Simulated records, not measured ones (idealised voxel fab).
You're looking at the process module voxel tone inversion.
For reference, the cross-section in this document is cut, with width 195 nm and square cells of 5 nm.
We lay out every cross-section as a grid of square cells and spell it out in bands from the top down, where one band means one or more rows of cells. First you get the band's top height and its bottom height, in nm, and then the materials it's made of, left to right, with each width in nm. If you see a single material with "full width", that one covers the band edge to edge. "air" is empty space. Height reference: 0 = level under which incoming wafer is all one material. Lowest band: no bottom, runs on downward, e.g. "0 down". Quick explanation for "30..40": the width changes in equal steps down the rows of cells, from the first number in the band's top row to the second number in its bottom row. Where the words "all unchanged" appear for a step, the cross-section shows no cell changed by that step; every cell remained as before. The entry "Sealed-off cavities" lists the empty spaces that cover at least 8 cells and have no open path to the top. Each is written as width x height at distance, where the distance is measured from the left edge and all three values are in nm. Past the settings on a step's line: simulator remark, on that step. overlay nm: mask right of planned place by this much (step with mask). Neg. = left.

**Planned process steps**
1: RECEIVE: material Si
2: CONFORMAL_DEP: material SiN, thk nm 10
3: DIRECTIONAL_DEP: material aC, thk nm 15
4: PATTERN: tone cover, mask id POSTS, material resist, width nm 20, pitch nm 45, thk nm 25, overlay nm 0
5: DIRECTIONAL_ETCH: etch materials aC, depth nm 15
6: STRIP: etch materials resist
7: FILL_DEP: material lowk, thk nm 5
8: CMP: height nm 25
9: STRIP: etch materials aC

**First wafer of two (run as planned)**

**Cross-section of the wafer as it came to us, i.e., already through step 1**
    0 down | Si full width
    Sealed-off cavities: none

**Wafer after step 2 (cross-section)**
    10 to 0 | SiN full width
    For the remainder of the cross-section, below 0, there is no change.

**Wafer after step 3 (cross-section)**
    25 to 10 | aC full width
    For the remainder of the cross-section, below 10, there is no change.

**Wafer after step 4 (cross-section)**
    50 to 25 | 65 of air, then 20 of resist, then 25 of air, then 20 of resist, then 65 of air
    For the remainder of the cross-section, below 25, there is no change.

**Wafer after step 5 (cross-section)**
    35 to 25 | 65 of air, then 20 of resist, then 25 of air, then 20 of resist, then 65 of air
    25 to 10 | 65 of air, then 20 of aC, then 25 of air, then 20 of aC, then 65 of air
    For the remainder of the cross-section, below 10, there is no change.

**Wafer after step 6 (cross-section)**
    25 to 10 | 65 of air, then 20 of aC, then 25 of air, then 20 of aC, then 65 of air
    For the remainder of the cross-section, below 10, there is no change.

**Wafer after step 7 (cross-section)**
    30 to 25 | lowk full width
    25 to 10 | 65 of lowk, then 20 of aC, then 25 of lowk, then 20 of aC, then 65 of lowk
    For the remainder of the cross-section, below 10, there is no change.

**Wafer after step 8 (cross-section)**
    25 to 10 | 65 of lowk, then 20 of aC, then 25 of lowk, then 20 of aC, then 65 of lowk
    For the remainder of the cross-section, below 10, there is no change.

**Wafer after step 9 (cross-section)**
    25 to 10 | 65 of lowk, then 20 of air, then 25 of lowk, then 20 of air, then 65 of lowk
    For the remainder of the cross-section, below 10, there is no change.

**Wafer two of the pair: same origin, same plan, one error during the run; identical to wafer one up to and including step 7**

**when step 8 should have ended**
    20 to 10 | 65 of lowk, then 20 of aC, then 25 of lowk, then 20 of aC, then 65 of lowk
    For the remainder of the cross-section, below 10, there is no change.

**when step 9 should have ended**
    20 to 10 | 65 of lowk, then 20 of air, then 25 of lowk, then 20 of air, then 65 of lowk
    For the remainder of the cross-section, below 10, there is no change.
What went wrong in running the wafer? it should be noted that step 8 was executed with settings other than those planned, the operation and settings actually applied being CMP: height nm 20
at the end the second wafer has, in cells: lowk: 31 fewer
